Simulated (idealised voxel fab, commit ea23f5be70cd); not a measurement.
process module | voxel transistor to metal
cross-section cut | 185 nm wide | cells 5 nm
A cross-section is a grid of square cells, given in bands from the top down. A band is one or more rows of cells.
Each band's line starts with the height of the band's top and of its bottom, in nm. Then come its materials from left to right, each with its width in nm. One material with "throughout" fills the band from edge to edge. "air" is empty space.
Height 0 is the level under which the wafer as received is all one material. The lowest band goes on downwards, as in "0 down".
A width such as "30 to 40" changes by the same amount from each row of cells to the next, from the band's top row to its bottom row.
"no change" after a step means that no cell of the cross-section changed.
closed voids: empty space of 8 cells or more with no open way to the top, each as width x height at its distance from the left edge, in nm
after a step's settings: what the simulator itself notes on the step
overlay nm, on a step with a mask: how far to the right of its planned place the mask lay; to the left if negative
plan
1 op RECEIVE | material Si
2 op OXIDIZE | depth nm 5
3 op CONFORMAL_DEP | material SiN | thk nm 10
4 op DIRECTIONAL_DEP | material aC | thk nm 10
5 op PATTERN | tone cover | mask id ACTIVE | material resist | width nm 120 | thk nm 25 | overlay nm 0
6 op DIRECTIONAL_ETCH | etch materials aC | depth nm 10
7 op STRIP | etch materials resist
8 op DIRECTIONAL_ETCH | etch materials SiN | depth nm 10
9 op DIRECTIONAL_ETCH | etch materials SiO2 | depth nm 5
10 op DIRECTIONAL_ETCH | etch materials Si | depth nm 20
11 op STRIP | etch materials aC
12 op OXIDIZE | depth nm 5
13 op FILL_DEP | material SiO2 | thk nm 5
14 op CMP | height nm 10
15 op SELECTIVE_ETCH | etch materials SiO2 | depth nm 5
16 op STRIP | etch materials SiN
17 op SELECTIVE_ETCH | etch materials SiO2 | depth nm 5
18 op OXIDIZE | depth nm 5
19 op DIRECTIONAL_DEP | material polySi | thk nm 25
20 op DIRECTIONAL_DEP | material SiCN | thk nm 10
21 op PATTERN | tone cover | mask id GATE | material resist | width nm 30 | thk nm 15 | overlay nm 0
22 op DIRECTIONAL_ETCH | etch materials SiCN | depth nm 20
23 op DIRECTIONAL_ETCH | etch materials polySi | depth nm 35
24 op STRIP | etch materials resist
25 op CONFORMAL_DEP | material SiO2 | thk nm 5
26 op DIRECTIONAL_ETCH | etch materials SiO2 | depth nm 5
27 op CONFORMAL_DEP | material SiN | thk nm 5
28 op DIRECTIONAL_ETCH | etch materials SiN | depth nm 5
29 op DIRECTIONAL_ETCH | etch materials SiO2 | depth nm 5
30 op DIRECTIONAL_ETCH | etch materials Si | depth nm 5
31 op EPI | material SiGe | thk nm 5
32 op FILL_DEP | material SiO2 | thk nm 5
33 op CMP | height nm 20
34 op STRIP | etch materials polySi
35 op SELECTIVE_ETCH | etch materials SiO2 | depth nm 5
36 op CONFORMAL_DEP | material HfO2 | thk nm 5
37 op CONFORMAL_DEP | material TiN | thk nm 5
38 op FILL_DEP | material W | thk nm 5
39 op CMP | height nm 15
40 op DIRECTIONAL_DEP | material SiO2 | thk nm 15
41 op PATTERN | tone open | mask id CONTACT | material resist | width nm 15 | pitch nm 85 | thk nm 15 | overlay nm 0
42 op DIRECTIONAL_ETCH | etch materials SiO2 | depth nm 40
43 op STRIP | etch materials resist
44 op CONFORMAL_DEP | material TiN | thk nm 5
45 op FILL_DEP | material Ru | thk nm 10
46 op CMP | height nm 30
47 op CONFORMAL_DEP | material SiN | thk nm 5
48 op DIRECTIONAL_DEP | material SiO2 | thk nm 25
49 op PATTERN | tone open | mask id METAL_1 | material resist | width nm 15 | pitch nm 85 | thk nm 20 | overlay nm 0
50 op DIRECTIONAL_ETCH | etch materials SiO2 | depth nm 25
51 op DIRECTIONAL_ETCH | etch materials SiN | depth nm 5
52 op STRIP | etch materials resist
53 op CONFORMAL_DEP | material TiN | thk nm 5
54 op FILL_DEP | material Cu | thk nm 10
55 op CMP | height nm 60
56 op CONFORMAL_DEP | material SiCN | thk nm 5
first wafer, as planned
as received, after step 1
  0 down: Si throughout
  closed voids: none
after step 2
  0 to -5: SiO2 throughout
  below -5: unchanged
after step 3
  10 to 0: SiN throughout
  below 0: unchanged
after step 4
  20 to 10: aC throughout
  below 10: unchanged
after step 5
  45 to 20: air 30 | resist 120 | air 35
  below 20: unchanged
after step 6
  35 to 20: air 30 | resist 120 | air 35
  20 to 10: air 30 | aC 120 | air 35
  below 10: unchanged
after step 7
  20 to 10: air 30 | aC 120 | air 35
  below 10: unchanged
after step 8
  20 to 10: air 30 | aC 120 | air 35
  10 to 0: air 30 | SiN 120 | air 35
  below 0: unchanged
after step 9
  20 to 10: air 30 | aC 120 | air 35
  10 to 0: air 30 | SiN 120 | air 35
  0 to -5: air 30 | SiO2 120 | air 35
  below -5: unchanged
after step 10
  20 to 10: air 30 | aC 120 | air 35
  10 to 0: air 30 | SiN 120 | air 35
  0 to -5: air 30 | SiO2 120 | air 35
  -5 to -25: air 30 | Si 120 | air 35
  below -25: unchanged
after step 11
  10 to 0: air 30 | SiN 120 | air 35
  below 0: unchanged
after step 12
  10 to 0: air 30 | SiN 120 | air 35
  0 to -5: air 30 | SiO2 120 | air 35
  -5 to -25: air 30 | SiO2 5 | Si 110 | SiO2 5 | air 35
  -25 to -30: SiO2 35 | Si 110 | SiO2 40
  below -30: unchanged
after step 13
  15 to 10: SiO2 throughout
  10 to 0: SiO2 30 | SiN 120 | SiO2 35
  0 to -5: SiO2 throughout
  -5 to -30: SiO2 35 | Si 110 | SiO2 40
  below -30: unchanged
after step 14
  10 to 0: SiO2 30 | SiN 120 | SiO2 35
  below 0: unchanged
after step 15
  10 to 5: air 30 | SiN 120 | air 35
  below 5: unchanged
after step 16
  5 to 0: SiO2 30 | air 120 | SiO2 35
  below 0: unchanged
after step 17
  0 to -5: SiO2 25 | air 130 | SiO2 30
  below -5: unchanged
after step 18
  0 to -5: SiO2 25 | air 130 | SiO2 30
  -5 to -10: SiO2 throughout
  below -10: unchanged
after step 19
  25 to 20: polySi 25 | air 130 | polySi 30
  20 to 0: polySi throughout
  0 to -5: SiO2 25 | polySi 130 | SiO2 30
  below -5: unchanged
after step 20
  35 to 30: SiCN 25 | air 130 | SiCN 30
  30 to 25: SiCN throughout
  25 to 20: polySi 25 | SiCN 130 | polySi 30
  below 20: unchanged
after step 21
  50 to 35: air 75 | resist 30 | air 80
  35 to 30: SiCN 25 | air 50 | resist 30 | air 50 | SiCN 30
  below 30: unchanged
after step 22
  50 to 30: air 75 | resist 30 | air 80
  30 to 25: air 75 | SiCN 30 | air 80
  25 to 20: polySi 25 | air 50 | SiCN 30 | air 50 | polySi 30
  below 20: unchanged
after step 23
  50 to 30: air 75 | resist 30 | air 80
  30 to 20: air 75 | SiCN 30 | air 80
  20 to 0: air 75 | polySi 30 | air 80
  0 to -5: SiO2 25 | air 50 | polySi 30 | air 50 | SiO2 30
  below -5: unchanged
after step 24
  30 to 20: air 75 | SiCN 30 | air 80
  below 20: unchanged
after step 25
  35 to 30: air 70 | SiO2 40 | air 75
  30 to 20: air 70 | SiO2 5 | SiCN 30 | SiO2 5 | air 75
  20 to 5: air 70 | SiO2 5 | polySi 30 | SiO2 5 | air 75
  5 to 0: SiO2 30 | air 40 | SiO2 5 | polySi 30 | SiO2 5 | air 40 | SiO2 35
  0 to -5: SiO2 75 | polySi 30 | SiO2 80
  below -5: unchanged
after step 26
  30 to 20: air 70 | SiO2 5 | SiCN 30 | SiO2 5 | air 75
  20 to 0: air 70 | SiO2 5 | polySi 30 | SiO2 5 | air 75
  0 to -5: SiO2 30 | air 40 | SiO2 5 | polySi 30 | SiO2 5 | air 40 | SiO2 35
  below -5: unchanged
after step 27
  35 to 30: air 65 | SiN 50 | air 70
  30 to 20: air 65 | SiN 5 | SiO2 5 | SiCN 30 | SiO2 5 | SiN 5 | air 70
  20 to 5: air 65 | SiN 5 | SiO2 5 | polySi 30 | SiO2 5 | SiN 5 | air 70
  5 to 0: SiN 35 | air 30 | SiN 5 | SiO2 5 | polySi 30 | SiO2 5 | SiN 5 | air 30 | SiN 40
  0 to -5: SiO2 30 | SiN 40 | SiO2 5 | polySi 30 | SiO2 5 | SiN 40 | SiO2 35
  below -5: unchanged
after step 28
  30 to 20: air 65 | SiN 5 | SiO2 5 | SiCN 30 | SiO2 5 | SiN 5 | air 70
  20 to 0: air 65 | SiN 5 | SiO2 5 | polySi 30 | SiO2 5 | SiN 5 | air 70
  0 to -5: SiO2 30 | SiN 5 | air 30 | SiN 5 | SiO2 5 | polySi 30 | SiO2 5 | SiN 5 | air 30 | SiN 5 | SiO2 35
  below -5: unchanged
after step 29
  30 to 25: air 65 | SiN 5 | air 5 | SiCN 30 | air 5 | SiN 5 | air 70
  25 to 20: air 65 | SiN 5 | SiO2 5 | SiCN 30 | SiO2 5 | SiN 5 | air 70
  20 to 0: air 65 | SiN 5 | SiO2 5 | polySi 30 | SiO2 5 | SiN 5 | air 70
  0 to -5: air 30 | SiN 5 | air 30 | SiN 5 | SiO2 5 | polySi 30 | SiO2 5 | SiN 5 | air 30 | SiN 5 | air 35
  -5 to -10: SiO2 35 | air 30 | SiO2 50 | air 30 | SiO2 40
  below -10: unchanged
after step 30
  30 to 25: air 65 | SiN 5 | air 5 | SiCN 30 | air 5 | SiN 5 | air 70
  25 to 20: air 65 | SiN 5 | SiO2 5 | SiCN 30 | SiO2 5 | SiN 5 | air 70
  20 to 0: air 65 | SiN 5 | SiO2 5 | polySi 30 | SiO2 5 | SiN 5 | air 70
  0 to -5: air 30 | SiN 5 | air 30 | SiN 5 | SiO2 5 | polySi 30 | SiO2 5 | SiN 5 | air 30 | SiN 5 | air 35
  -5 to -10: SiO2 35 | air 30 | SiO2 50 | air 30 | SiO2 40
  -10 to -15: SiO2 35 | air 30 | Si 50 | air 30 | SiO2 40
  below -15: unchanged
after step 31
  30 to 25: air 65 | SiN 5 | air 5 | SiCN 30 | air 5 | SiN 5 | air 70
  25 to 20: air 65 | SiN 5 | SiO2 5 | SiCN 30 | SiO2 5 | SiN 5 | air 70
  20 to 0: air 65 | SiN 5 | SiO2 5 | polySi 30 | SiO2 5 | SiN 5 | air 70
  0 to -5: air 30 | SiN 5 | air 30 | SiN 5 | SiO2 5 | polySi 30 | SiO2 5 | SiN 5 | air 30 | SiN 5 | air 35
  -5 to -10: SiO2 35 | air 25 | SiGe 5 | SiO2 50 | SiGe 5 | air 25 | SiO2 40
  -10 to -15: SiO2 35 | SiGe 30 | Si 50 | SiGe 30 | SiO2 40
  below -15: unchanged
after step 32
  35 to 30: SiO2 throughout
  30 to 20: SiO2 65 | SiN 5 | SiO2 5 | SiCN 30 | SiO2 5 | SiN 5 | SiO2 70
  20 to 0: SiO2 65 | SiN 5 | SiO2 5 | polySi 30 | SiO2 5 | SiN 5 | SiO2 70
  0 to -5: SiO2 30 | SiN 5 | SiO2 30 | SiN 5 | SiO2 5 | polySi 30 | SiO2 5 | SiN 5 | SiO2 30 | SiN 5 | SiO2 35
  -5 to -10: SiO2 60 | SiGe 5 | SiO2 50 | SiGe 5 | SiO2 65
  below -10: unchanged
after step 33
  20 to 0: SiO2 65 | SiN 5 | SiO2 5 | polySi 30 | SiO2 5 | SiN 5 | SiO2 70
  below 0: unchanged
after step 34
  20 to 0: SiO2 65 | SiN 5 | SiO2 5 | air 30 | SiO2 5 | SiN 5 | SiO2 70
  0 to -5: SiO2 30 | SiN 5 | SiO2 30 | SiN 5 | SiO2 5 | air 30 | SiO2 5 | SiN 5 | SiO2 30 | SiN 5 | SiO2 35
  below -5: unchanged
after step 35
  20 to 15: air 65 | SiN 5 | air 40 | SiN 5 | air 70
  15 to 0: SiO2 65 | SiN 5 | air 40 | SiN 5 | SiO2 70
  0 to -5: SiO2 30 | SiN 5 | SiO2 30 | SiN 5 | air 40 | SiN 5 | SiO2 30 | SiN 5 | SiO2 35
  -5 to -10: SiO2 60 | SiGe 5 | SiO2 5 | air 40 | SiO2 5 | SiGe 5 | SiO2 65
  below -10: unchanged
after step 36
  25 to 20: air 60 | HfO2 15 | air 30 | HfO2 15 | air 65
  20 to 15: HfO2 65 | SiN 5 | HfO2 5 | air 30 | HfO2 5 | SiN 5 | HfO2 70
  15 to 0: SiO2 65 | SiN 5 | HfO2 5 | air 30 | HfO2 5 | SiN 5 | SiO2 70
  0 to -5: SiO2 30 | SiN 5 | SiO2 30 | SiN 5 | HfO2 5 | air 30 | HfO2 5 | SiN 5 | SiO2 30 | SiN 5 | SiO2 35
  -5 to -10: SiO2 60 | SiGe 5 | SiO2 5 | HfO2 40 | SiO2 5 | SiGe 5 | SiO2 65
  below -10: unchanged
after step 37
  30 to 25: air 55 | TiN 25 | air 20 | TiN 25 | air 60
  25 to 20: TiN 60 | HfO2 15 | TiN 5 | air 20 | TiN 5 | HfO2 15 | TiN 65
  20 to 15: HfO2 65 | SiN 5 | HfO2 5 | TiN 5 | air 20 | TiN 5 | HfO2 5 | SiN 5 | HfO2 70
  15 to 0: SiO2 65 | SiN 5 | HfO2 5 | TiN 5 | air 20 | TiN 5 | HfO2 5 | SiN 5 | SiO2 70
  0 to -5: SiO2 30 | SiN 5 | SiO2 30 | SiN 5 | HfO2 5 | TiN 30 | HfO2 5 | SiN 5 | SiO2 30 | SiN 5 | SiO2 35
  below -5: unchanged
after step 38
  35 to 30: W throughout
  30 to 25: W 55 | TiN 25 | W 20 | TiN 25 | W 60
  25 to 20: TiN 60 | HfO2 15 | TiN 5 | W 20 | TiN 5 | HfO2 15 | TiN 65
  20 to 15: HfO2 65 | SiN 5 | HfO2 5 | TiN 5 | W 20 | TiN 5 | HfO2 5 | SiN 5 | HfO2 70
  15 to 0: SiO2 65 | SiN 5 | HfO2 5 | TiN 5 | W 20 | TiN 5 | HfO2 5 | SiN 5 | SiO2 70
  below 0: unchanged
after step 39
  15 to 0: SiO2 65 | SiN 5 | HfO2 5 | TiN 5 | W 20 | TiN 5 | HfO2 5 | SiN 5 | SiO2 70
  below 0: unchanged
after step 40
  30 to 15: SiO2 throughout
  below 15: unchanged
after step 41
  45 to 30: resist 40 | air 15 | resist 70 | air 15 | resist 45
  below 30: unchanged
after step 42
  45 to 30: resist 40 | air 15 | resist 70 | air 15 | resist 45
  30 to 15: SiO2 40 | air 15 | SiO2 70 | air 15 | SiO2 45
  15 to 0: SiO2 40 | air 15 | SiO2 10 | SiN 5 | HfO2 5 | TiN 5 | W 20 | TiN 5 | HfO2 5 | SiN 5 | SiO2 10 | air 15 | SiO2 45
  0 to -5: SiO2 30 | SiN 5 | SiO2 5 | air 15 | SiO2 10 | SiN 5 | HfO2 5 | TiN 30 | HfO2 5 | SiN 5 | SiO2 10 | air 15 | SiO2 5 | SiN 5 | SiO2 35
  -5 to -10: SiO2 40 | air 15 | SiO2 5 | SiGe 5 | SiO2 5 | HfO2 40 | SiO2 5 | SiGe 5 | SiO2 5 | air 15 | SiO2 45
  below -10: unchanged
after step 43
  30 to 15: SiO2 40 | air 15 | SiO2 70 | air 15 | SiO2 45
  below 15: unchanged
after step 44
  35 to 30: TiN 45 | air 5 | TiN 80 | air 5 | TiN 50
  30 to 15: SiO2 40 | TiN 5 | air 5 | TiN 5 | SiO2 70 | TiN 5 | air 5 | TiN 5 | SiO2 45
  15 to 0: SiO2 40 | TiN 5 | air 5 | TiN 5 | SiO2 10 | SiN 5 | HfO2 5 | TiN 5 | W 20 | TiN 5 | HfO2 5 | SiN 5 | SiO2 10 | TiN 5 | air 5 | TiN 5 | SiO2 45
  0 to -5: SiO2 30 | SiN 5 | SiO2 5 | TiN 5 | air 5 | TiN 5 | SiO2 10 | SiN 5 | HfO2 5 | TiN 30 | HfO2 5 | SiN 5 | SiO2 10 | TiN 5 | air 5 | TiN 5 | SiO2 5 | SiN 5 | SiO2 35
  -5 to -10: SiO2 40 | TiN 15 | SiO2 5 | SiGe 5 | SiO2 5 | HfO2 40 | SiO2 5 | SiGe 5 | SiO2 5 | TiN 15 | SiO2 45
  below -10: unchanged
after step 45
  45 to 35: Ru throughout
  35 to 30: TiN 45 | Ru 5 | TiN 80 | Ru 5 | TiN 50
  30 to 15: SiO2 40 | TiN 5 | Ru 5 | TiN 5 | SiO2 70 | TiN 5 | Ru 5 | TiN 5 | SiO2 45
  15 to 0: SiO2 40 | TiN 5 | Ru 5 | TiN 5 | SiO2 10 | SiN 5 | HfO2 5 | TiN 5 | W 20 | TiN 5 | HfO2 5 | SiN 5 | SiO2 10 | TiN 5 | Ru 5 | TiN 5 | SiO2 45
  0 to -5: SiO2 30 | SiN 5 | SiO2 5 | TiN 5 | Ru 5 | TiN 5 | SiO2 10 | SiN 5 | HfO2 5 | TiN 30 | HfO2 5 | SiN 5 | SiO2 10 | TiN 5 | Ru 5 | TiN 5 | SiO2 5 | SiN 5 | SiO2 35
  below -5: unchanged
after step 46
  30 to 15: SiO2 40 | TiN 5 | Ru 5 | TiN 5 | SiO2 70 | TiN 5 | Ru 5 | TiN 5 | SiO2 45
  below 15: unchanged
after step 47
  35 to 30: SiN throughout
  below 30: unchanged
after step 48
  60 to 35: SiO2 throughout
  below 35: unchanged
after step 49
  80 to 60: resist 40 | air 15 | resist 70 | air 15 | resist 45
  below 60: unchanged
after step 50
  80 to 60: resist 40 | air 15 | resist 70 | air 15 | resist 45
  60 to 35: SiO2 40 | air 15 | SiO2 70 | air 15 | SiO2 45
  below 35: unchanged
after step 51
  80 to 60: resist 40 | air 15 | resist 70 | air 15 | resist 45
  60 to 35: SiO2 40 | air 15 | SiO2 70 | air 15 | SiO2 45
  35 to 30: SiN 40 | air 15 | SiN 70 | air 15 | SiN 45
  below 30: unchanged
after step 52
  60 to 35: SiO2 40 | air 15 | SiO2 70 | air 15 | SiO2 45
  below 35: unchanged
after step 53
  65 to 60: TiN 45 | air 5 | TiN 80 | air 5 | TiN 50
  60 to 35: SiO2 40 | TiN 5 | air 5 | TiN 5 | SiO2 70 | TiN 5 | air 5 | TiN 5 | SiO2 45
  35 to 30: SiN 40 | TiN 15 | SiN 70 | TiN 15 | SiN 45
  below 30: unchanged
after step 54
  75 to 65: Cu throughout
  65 to 60: TiN 45 | Cu 5 | TiN 80 | Cu 5 | TiN 50
  60 to 35: SiO2 40 | TiN 5 | Cu 5 | TiN 5 | SiO2 70 | TiN 5 | Cu 5 | TiN 5 | SiO2 45
  below 35: unchanged
after step 55
  60 to 35: SiO2 40 | TiN 5 | Cu 5 | TiN 5 | SiO2 70 | TiN 5 | Cu 5 | TiN 5 | SiO2 45
  below 35: unchanged
after step 56
  65 to 60: SiCN throughout
  below 60: unchanged
second wafer: like start, like plan, one mistake. Through step 29 it matches the first wafer
when step 30 should have ended
  30 to 25: air 65 | SiN 5 | air 5 | SiCN 30 | air 5 | SiN 5 | air 70
  25 to 20: air 65 | SiN 5 | SiO2 5 | SiCN 30 | SiO2 5 | SiN 5 | air 70
  20 to 0: air 65 | SiN 5 | SiO2 5 | polySi 30 | SiO2 5 | SiN 5 | air 70
  0 to -5: air 30 | SiN 5 | air 30 | SiN 5 | SiO2 5 | polySi 30 | SiO2 5 | SiN 5 | air 30 | SiN 5 | air 35
  -5 to -10: SiO2 35 | air 30 | SiO2 50 | air 30 | SiO2 40
  -10 to -25: SiO2 35 | air 30 | Si 50 | air 30 | SiO2 40
  below -25: unchanged
when step 31 should have ended
  30 to 25: air 65 | SiN 5 | air 5 | SiCN 30 | air 5 | SiN 5 | air 70
  25 to 20: air 65 | SiN 5 | SiO2 5 | SiCN 30 | SiO2 5 | SiN 5 | air 70
  20 to 0: air 65 | SiN 5 | SiO2 5 | polySi 30 | SiO2 5 | SiN 5 | air 70
  0 to -5: air 30 | SiN 5 | air 30 | SiN 5 | SiO2 5 | polySi 30 | SiO2 5 | SiN 5 | air 30 | SiN 5 | air 35
  -5 to -10: SiO2 35 | air 25 | SiGe 5 | SiO2 50 | SiGe 5 | air 25 | SiO2 40
  -10 to -20: SiO2 35 | air 25 | SiGe 5 | Si 50 | SiGe 5 | air 25 | SiO2 40
  -20 to -25: SiO2 35 | SiGe 30 | Si 50 | SiGe 30 | SiO2 40
  below -25: unchanged
when step 32 should have ended
  35 to 30: SiO2 throughout
  30 to 20: SiO2 65 | SiN 5 | SiO2 5 | SiCN 30 | SiO2 5 | SiN 5 | SiO2 70
  20 to 0: SiO2 65 | SiN 5 | SiO2 5 | polySi 30 | SiO2 5 | SiN 5 | SiO2 70
  0 to -5: SiO2 30 | SiN 5 | SiO2 30 | SiN 5 | SiO2 5 | polySi 30 | SiO2 5 | SiN 5 | SiO2 30 | SiN 5 | SiO2 35
  -5 to -10: SiO2 60 | SiGe 5 | SiO2 50 | SiGe 5 | SiO2 65
  -10 to -20: SiO2 60 | SiGe 5 | Si 50 | SiGe 5 | SiO2 65
  below -20: unchanged
when step 33 should have ended
  20 to 0: SiO2 65 | SiN 5 | SiO2 5 | polySi 30 | SiO2 5 | SiN 5 | SiO2 70
  below 0: unchanged
when step 34 should have ended
  20 to 0: SiO2 65 | SiN 5 | SiO2 5 | air 30 | SiO2 5 | SiN 5 | SiO2 70
  0 to -5: SiO2 30 | SiN 5 | SiO2 30 | SiN 5 | SiO2 5 | air 30 | SiO2 5 | SiN 5 | SiO2 30 | SiN 5 | SiO2 35
  below -5: unchanged
when step 35 should have ended
  20 to 15: air 65 | SiN 5 | air 40 | SiN 5 | air 70
  15 to 0: SiO2 65 | SiN 5 | air 40 | SiN 5 | SiO2 70
  0 to -5: SiO2 30 | SiN 5 | SiO2 30 | SiN 5 | air 40 | SiN 5 | SiO2 30 | SiN 5 | SiO2 35
  -5 to -10: SiO2 60 | SiGe 5 | SiO2 5 | air 40 | SiO2 5 | SiGe 5 | SiO2 65
  below -10: unchanged
when step 36 should have ended
  25 to 20: air 60 | HfO2 15 | air 30 | HfO2 15 | air 65
  20 to 15: HfO2 65 | SiN 5 | HfO2 5 | air 30 | HfO2 5 | SiN 5 | HfO2 70
  15 to 0: SiO2 65 | SiN 5 | HfO2 5 | air 30 | HfO2 5 | SiN 5 | SiO2 70
  0 to -5: SiO2 30 | SiN 5 | SiO2 30 | SiN 5 | HfO2 5 | air 30 | HfO2 5 | SiN 5 | SiO2 30 | SiN 5 | SiO2 35
  -5 to -10: SiO2 60 | SiGe 5 | SiO2 5 | HfO2 40 | SiO2 5 | SiGe 5 | SiO2 65
  below -10: unchanged
when step 37 should have ended
  30 to 25: air 55 | TiN 25 | air 20 | TiN 25 | air 60
  25 to 20: TiN 60 | HfO2 15 | TiN 5 | air 20 | TiN 5 | HfO2 15 | TiN 65
  20 to 15: HfO2 65 | SiN 5 | HfO2 5 | TiN 5 | air 20 | TiN 5 | HfO2 5 | SiN 5 | HfO2 70
  15 to 0: SiO2 65 | SiN 5 | HfO2 5 | TiN 5 | air 20 | TiN 5 | HfO2 5 | SiN 5 | SiO2 70
  0 to -5: SiO2 30 | SiN 5 | SiO2 30 | SiN 5 | HfO2 5 | TiN 30 | HfO2 5 | SiN 5 | SiO2 30 | SiN 5 | SiO2 35
  below -5: unchanged
when step 38 should have ended
  35 to 30: W throughout
  30 to 25: W 55 | TiN 25 | W 20 | TiN 25 | W 60
  25 to 20: TiN 60 | HfO2 15 | TiN 5 | W 20 | TiN 5 | HfO2 15 | TiN 65
  20 to 15: HfO2 65 | SiN 5 | HfO2 5 | TiN 5 | W 20 | TiN 5 | HfO2 5 | SiN 5 | HfO2 70
  15 to 0: SiO2 65 | SiN 5 | HfO2 5 | TiN 5 | W 20 | TiN 5 | HfO2 5 | SiN 5 | SiO2 70
  below 0: unchanged
when step 39 should have ended
  15 to 0: SiO2 65 | SiN 5 | HfO2 5 | TiN 5 | W 20 | TiN 5 | HfO2 5 | SiN 5 | SiO2 70
  below 0: unchanged
when step 40 should have ended
  30 to 15: SiO2 throughout
  below 15: unchanged
when step 41 should have ended
  45 to 30: resist 40 | air 15 | resist 70 | air 15 | resist 45
  below 30: unchanged
when step 42 should have ended
  45 to 30: resist 40 | air 15 | resist 70 | air 15 | resist 45
  30 to 15: SiO2 40 | air 15 | SiO2 70 | air 15 | SiO2 45
  15 to 0: SiO2 40 | air 15 | SiO2 10 | SiN 5 | HfO2 5 | TiN 5 | W 20 | TiN 5 | HfO2 5 | SiN 5 | SiO2 10 | air 15 | SiO2 45
  0 to -5: SiO2 30 | SiN 5 | SiO2 5 | air 15 | SiO2 10 | SiN 5 | HfO2 5 | TiN 30 | HfO2 5 | SiN 5 | SiO2 10 | air 15 | SiO2 5 | SiN 5 | SiO2 35
  -5 to -10: SiO2 40 | air 15 | SiO2 5 | SiGe 5 | SiO2 5 | HfO2 40 | SiO2 5 | SiGe 5 | SiO2 5 | air 15 | SiO2 45
  below -10: unchanged
when step 43 should have ended
  30 to 15: SiO2 40 | air 15 | SiO2 70 | air 15 | SiO2 45
  below 15: unchanged
when step 44 should have ended
  35 to 30: TiN 45 | air 5 | TiN 80 | air 5 | TiN 50
  30 to 15: SiO2 40 | TiN 5 | air 5 | TiN 5 | SiO2 70 | TiN 5 | air 5 | TiN 5 | SiO2 45
  15 to 0: SiO2 40 | TiN 5 | air 5 | TiN 5 | SiO2 10 | SiN 5 | HfO2 5 | TiN 5 | W 20 | TiN 5 | HfO2 5 | SiN 5 | SiO2 10 | TiN 5 | air 5 | TiN 5 | SiO2 45
  0 to -5: SiO2 30 | SiN 5 | SiO2 5 | TiN 5 | air 5 | TiN 5 | SiO2 10 | SiN 5 | HfO2 5 | TiN 30 | HfO2 5 | SiN 5 | SiO2 10 | TiN 5 | air 5 | TiN 5 | SiO2 5 | SiN 5 | SiO2 35
  -5 to -10: SiO2 40 | TiN 15 | SiO2 5 | SiGe 5 | SiO2 5 | HfO2 40 | SiO2 5 | SiGe 5 | SiO2 5 | TiN 15 | SiO2 45
  below -10: unchanged
when step 45 should have ended
  45 to 35: Ru throughout
  35 to 30: TiN 45 | Ru 5 | TiN 80 | Ru 5 | TiN 50
  30 to 15: SiO2 40 | TiN 5 | Ru 5 | TiN 5 | SiO2 70 | TiN 5 | Ru 5 | TiN 5 | SiO2 45
  15 to 0: SiO2 40 | TiN 5 | Ru 5 | TiN 5 | SiO2 10 | SiN 5 | HfO2 5 | TiN 5 | W 20 | TiN 5 | HfO2 5 | SiN 5 | SiO2 10 | TiN 5 | Ru 5 | TiN 5 | SiO2 45
  0 to -5: SiO2 30 | SiN 5 | SiO2 5 | TiN 5 | Ru 5 | TiN 5 | SiO2 10 | SiN 5 | HfO2 5 | TiN 30 | HfO2 5 | SiN 5 | SiO2 10 | TiN 5 | Ru 5 | TiN 5 | SiO2 5 | SiN 5 | SiO2 35
  below -5: unchanged
when step 46 should have ended
  30 to 15: SiO2 40 | TiN 5 | Ru 5 | TiN 5 | SiO2 70 | TiN 5 | Ru 5 | TiN 5 | SiO2 45
  below 15: unchanged
when step 47 should have ended
  35 to 30: SiN throughout
  below 30: unchanged
when step 48 should have ended
  60 to 35: SiO2 throughout
  below 35: unchanged
when step 49 should have ended
  80 to 60: resist 40 | air 15 | resist 70 | air 15 | resist 45
  below 60: unchanged
when step 50 should have ended
  80 to 60: resist 40 | air 15 | resist 70 | air 15 | resist 45
  60 to 35: SiO2 40 | air 15 | SiO2 70 | air 15 | SiO2 45
  below 35: unchanged
when step 51 should have ended
  80 to 60: resist 40 | air 15 | resist 70 | air 15 | resist 45
  60 to 35: SiO2 40 | air 15 | SiO2 70 | air 15 | SiO2 45
  35 to 30: SiN 40 | air 15 | SiN 70 | air 15 | SiN 45
  below 30: unchanged
when step 52 should have ended
  60 to 35: SiO2 40 | air 15 | SiO2 70 | air 15 | SiO2 45
  below 35: unchanged
when step 53 should have ended
  65 to 60: TiN 45 | air 5 | TiN 80 | air 5 | TiN 50
  60 to 35: SiO2 40 | TiN 5 | air 5 | TiN 5 | SiO2 70 | TiN 5 | air 5 | TiN 5 | SiO2 45
  35 to 30: SiN 40 | TiN 15 | SiN 70 | TiN 15 | SiN 45
  below 30: unchanged
when step 54 should have ended
  75 to 65: Cu throughout
  65 to 60: TiN 45 | Cu 5 | TiN 80 | Cu 5 | TiN 50
  60 to 35: SiO2 40 | TiN 5 | Cu 5 | TiN 5 | SiO2 70 | TiN 5 | Cu 5 | TiN 5 | SiO2 45
  below 35: unchanged
when step 55 should have ended
  60 to 35: SiO2 40 | TiN 5 | Cu 5 | TiN 5 | SiO2 70 | TiN 5 | Cu 5 | TiN 5 | SiO2 45
  below 35: unchanged
when step 56 should have ended
  65 to 60: SiCN throughout
  below 60: unchanged
what went wrong: step 30 ran as: op DIRECTIONAL_ETCH | etch materials Si | depth nm 15
at the end the second wafer has, in cells: 24 fewer of Si | 4 more of SiGe | 20 more of SiO2
